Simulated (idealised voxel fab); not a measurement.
Name of the process module below: voxel spacer lines
cross-section cut | 270 nm wide | cells 5 nm
Cross-section, as written here: a square-cell grid given band by band from the top down, where a band holds one or more rows of cells. The band entry comprises the height of the band's top followed by the height of its bottom, expressed in nm, and subsequently the band's materials from left to right, each stated together with its width in nm. Where a single material is marked with the word "throughout", that material fills the band from edge to edge. The word "empty" represents empty space. Counting heights begins at 0, where everything beneath is, in the wafer as received, one material. The lowest band has no bottom; it goes on downwards, as "0 down" shows. The expression "30->40" gives the width at the extremes of the band, the first number at its top row of cells and the second at its bottom row, with the width changing by equal amounts from each row to the next in between. "nothing altered" after a step means that no cell of the cross-section changed. Enclosed voids (no open way to top), threshold 8 cells or more, entry "Enclosed internal cavities", notation width x height at distance, distance from left edge, nm. Where a step's line continues beyond its settings, the continuation is a remark by the simulator itself on that step. overlay nm: mask right of planned place by this much (step with mask). Neg. = left.
### Process steps (planned)
1: RECEIVE [material Si]
2: CONFORMAL_DEP [material Al2O3] [thk nm 5]
3: DIRECTIONAL_DEP [material SiN] [thk nm 15]
4: DIRECTIONAL_DEP [material aC] [thk nm 20]
5: PATTERN [tone cover] [mask id MANDREL] [material resist] [width nm 25] [pitch nm 70] [thk nm 25] [overlay nm 0]
6: DIRECTIONAL_ETCH [etch materials aC] [depth nm 20]
7: STRIP [etch materials resist]
8: CONFORMAL_DEP [material SiO2] [thk nm 10]
9: DIRECTIONAL_ETCH [etch materials SiO2] [depth nm 10]
10: STRIP [etch materials aC]
11: DIRECTIONAL_ETCH [etch materials SiN] [depth nm 15]
12: STRIP [etch materials SiO2]
13: FILL_DEP [material SiO2] [thk nm 10]
14: CMP [height nm 20]
### Received-state cross-section, reflecting completion of step 1
  0 down = Si throughout
  Enclosed internal cavities: none
### Wafer cross-section at module end: first of two, run to plan
  20 to 5 = SiO2 40 / SiN 10 / SiO2 25 / SiN 10 / SiO2 25 / SiN 10 / SiO2 25 / SiN 10 / SiO2 25 / SiN 10 / SiO2 25 / SiN 10 / SiO2 45
  5 to 0 = Al2O3 throughout
  0 down = Si throughout
  Enclosed internal cavities: none
### Second of two wafers, module complete, sectioned: it shares the first wafer's start and plan but was run with one mistake
  25 to 20 = SiO2 throughout
  20 to 5 = SiO2 40 / SiN 10 / SiO2 25 / SiN 10 / SiO2 25 / SiN 10 / SiO2 25 / SiN 10 / SiO2 25 / SiN 10 / SiO2 25 / SiN 10 / SiO2 45
  5 to 0 = Al2O3 throughout
  0 down = Si throughout
  Enclosed internal cavities: none
Heads up, the wafer didn't run the way we planned it: note that step 14 departed from the planned setting and was carried out as CMP [height nm 25]
Count the cells at the end and the second wafer has more or fewer of some materials than the first: SiO2 +54
